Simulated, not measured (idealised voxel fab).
voxel ribs on slabs: a process module
Each square cell in cross-section cut measures 5 nm, and the section as a whole is 175 nm wide.
For the purposes of this document, a cross-section shall be understood as a grid of square cells, specified as bands listed in top-to-bottom order, each band consisting of one or more rows of cells.
In this notation a band is specified by the heights of its top and bottom, in that order and in nm, after which its materials appear from left to right, each paired with its width in nm. The word "full width" attached to a single material means that material fills the band from edge to edge; the word "empty" stands for empty space.
Zero point of the height axis is 0; under it, received wafer = one material. Lowest band: continues down indefinitely, "0 -> down".
The expression "30 to 40" gives the width at the extremes of the band, the first number at its top row of cells and the second at its bottom row, with the width changing by equal amounts from each row to the next in between.
You'll sometimes find "remained unchanged" written for a step, and that's the way of saying that nowhere in the cross-section did a cell change during that step.
Reported under the label "Completely sealed voids" are the empty spaces having no open way to the top and comprising 8 cells or more; the notation for each is width x height at distance, in which the distance is measured from the left edge and all three values are in nm.
What comes after the settings on a step's line is commentary from the simulator itself on that step.
Regarding "overlay nm": on a step with a mask, it is the distance the mask lay to the right of its planned place; a negative value places it to the left.
Process steps (planned)
| 1 | RECEIVE: material Si |
| 2 | DIRECTIONAL_DEP: material SiO2, thk nm 20 |
| 3 | DIRECTIONAL_DEP: material polySi, thk nm 15 |
| 4 | PATTERN: tone cover, mask id RIB, material resist, width nm 30, thk nm 20, overlay nm 0 |
| 5 | DIRECTIONAL_ETCH: etch materials polySi, depth nm 5 |
| 6 | STRIP: etch materials resist |
| 7 | PATTERN: tone cover, mask id SLAB, material resist, width nm 90, thk nm 20, overlay nm 0 |
| 8 | DIRECTIONAL_ETCH: etch materials polySi, depth nm 10 |
| 9 | STRIP: etch materials resist |
| 10 | FILL_DEP: material SiO2, thk nm 30 |
| 11 | CMP: height nm 55 |
| 12 | DIRECTIONAL_DEP: material TiN, thk nm 10 |
| 13 | PATTERN: tone cover, mask id HEATER, material resist, width nm 40, thk nm 20, overlay nm 0 |
| 14 | DIRECTIONAL_ETCH: etch materials TiN, depth nm 5 |
| 15 | STRIP: etch materials resist |
| 16 | CONFORMAL_DEP: material SiO2, thk nm 10 |
The wafers are alike at the start. At step 14, their depth nm differs. The plan lists the first wafer's value.
Here's the first of the wafers in cross-section, just as we got it, i.e. after step 1
- 0 -> down = Si full width
- Completely sealed voids: none
Per wafer, end of module: cells gained (+) or lost (-) per material since receipt, then closed voids
depth nm 5; +417 SiO2; +43 TiN; +42 polySi; Completely sealed voids: none
depth nm 10; +421 SiO2; +16 TiN; +42 polySi; Completely sealed voids: none
depth nm 15; +421 SiO2; +16 TiN; +42 polySi; Completely sealed voids: none
depth nm 20; +421 SiO2; +16 TiN; +42 polySi; Completely sealed voids: none
depth nm 25; +421 SiO2; +16 TiN; +42 polySi; Completely sealed voids: none
